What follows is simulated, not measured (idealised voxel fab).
Title: Process Module voxel capacitor over wiring
Each square cell in cross-section cut measures 5 nm, and the section as a whole is 195 nm wide.
Each cross-section below is a grid of square cells, stated as bands in top-down order, with one or more rows of cells making up each band. Top, bottom (nm), then materials left to right with widths (nm); lone material tagged "throughout" fills the whole band edge to edge; "air" = empty space. Heads up on the height convention: 0 is the point under which the incoming wafer is all one material, and the lowest band has no bottom, it just keeps going down, like "from 0 down". Width spec "30->40" -> top row of cells at first value, bottom row at second value, equal per-row change in between. Where a step carries "stayed the same", the cross-section came out of it unchanged, cell for cell. The entry "Completely sealed voids" lists the empty spaces that cover at least 8 cells and have no open path to the top. Each is written as width x height at distance, where the distance is measured from the left edge and all three values are in nm. Where a step's line continues beyond its settings, the continuation is a remark by the simulator itself on that step. overlay nm: mask right of planned place by this much (step with mask). Neg. = left.

Intended process steps:
step 1: RECEIVE: material Si
step 2: CONFORMAL_DEP: material SiO2, thk nm 15
step 3: DIRECTIONAL_DEP: material TiN, thk nm 5
step 4: DIRECTIONAL_DEP: material W, thk nm 25
step 5: MASKED_ETCH: tone cover, mask id METAL_1, width nm 25, pitch nm 80, etch materials W, depth nm 25, overlay nm 0
step 6: MASKED_ETCH: tone cover, mask id METAL_1, width nm 25, pitch nm 80, etch materials TiN, depth nm 5, overlay nm -15
step 7: FILL_DEP: material SiO2, thk nm 10
step 8: CMP: height nm 45
step 9: CONFORMAL_DEP: material SiCN, thk nm 5
step 10: DIRECTIONAL_DEP: material SiO2, thk nm 20
step 11: PATTERN: tone open, mask id PLUG_1, material resist, width nm 15, thk nm 20, overlay nm 0
step 12: DIRECTIONAL_ETCH: etch materials SiO2, depth nm 20
step 13: DIRECTIONAL_ETCH: etch materials SiCN, depth nm 5
step 14: STRIP: etch materials resist
step 15: EPI: material Ru, thk nm 10
step 16: EPI: material Ru, thk nm 10
step 17: EPI: material Ru, thk nm 5
step 18: DIRECTIONAL_DEP: material TiN, thk nm 10
step 19: DIRECTIONAL_DEP: material Al2O3, thk nm 5
step 20: DIRECTIONAL_DEP: material TiN, thk nm 5
step 21: PATTERN: tone cover, mask id UPPER_PLATE, material resist, width nm 60, thk nm 15, overlay nm 0
step 22: DIRECTIONAL_ETCH: etch materials TiN, depth nm 5
step 23: DIRECTIONAL_ETCH: etch materials Al2O3, depth nm 5
step 24: STRIP: etch materials resist
step 25: MASKED_ETCH: tone cover, mask id LOWER_PLATE, width nm 70, etch materials TiN, depth nm 10, overlay nm 0
step 26: FILL_DEP: material SiO2, thk nm 15
step 27: CMP: height nm 100
step 28: PATTERN: tone open, mask id PLUG_2, material resist, width nm 15, thk nm 15, overlay nm 0
step 29: DIRECTIONAL_ETCH: etch materials SiO2, depth nm 10
step 30: STRIP: etch materials resist
step 31: CONFORMAL_DEP: material TiN, thk nm 5
step 32: FILL_DEP: material Ru, thk nm 10
step 33: CMP: height nm 100
step 34: CONFORMAL_DEP: material SiCN, thk nm 5
Heads up: all these wafers start the same, and what changes between them is the overlay nm in step 6. The value you see in the plan is just what the first wafer got.

Cut through the first of several wafers as received, post step 1:
from 0 down | Si throughout
Completely sealed voids: none

Take any row and you have a wafer at the end of the module: how many cells of each material it has gained (+) or lost (-) since it was received, and then its closed voids:
overlay nm -15; +12 Al2O3; +16 Ru; +75 SiCN; +605 SiO2; +61 TiN; +50 W; Completely sealed voids: none
overlay nm -10; +12 Al2O3; +16 Ru; +75 SiCN; +607 SiO2; +59 TiN; +50 W; Completely sealed voids: none
overlay nm -5; +12 Al2O3; +16 Ru; +75 SiCN; +609 SiO2; +57 TiN; +50 W; Completely sealed voids: none
overlay nm 0; +12 Al2O3; +16 Ru; +75 SiCN; +611 SiO2; +55 TiN; +50 W; Completely sealed voids: none
overlay nm 5; +12 Al2O3; +16 Ru; +75 SiCN; +609 SiO2; +57 TiN; +50 W; Completely sealed voids: none
overlay nm 10; +12 Al2O3; +16 Ru; +75 SiCN; +607 SiO2; +59 TiN; +50 W; Completely sealed voids: none
overlay nm 15; +12 Al2O3; +16 Ru; +75 SiCN; +605 SiO2; +61 TiN; +50 W; Completely sealed voids: none
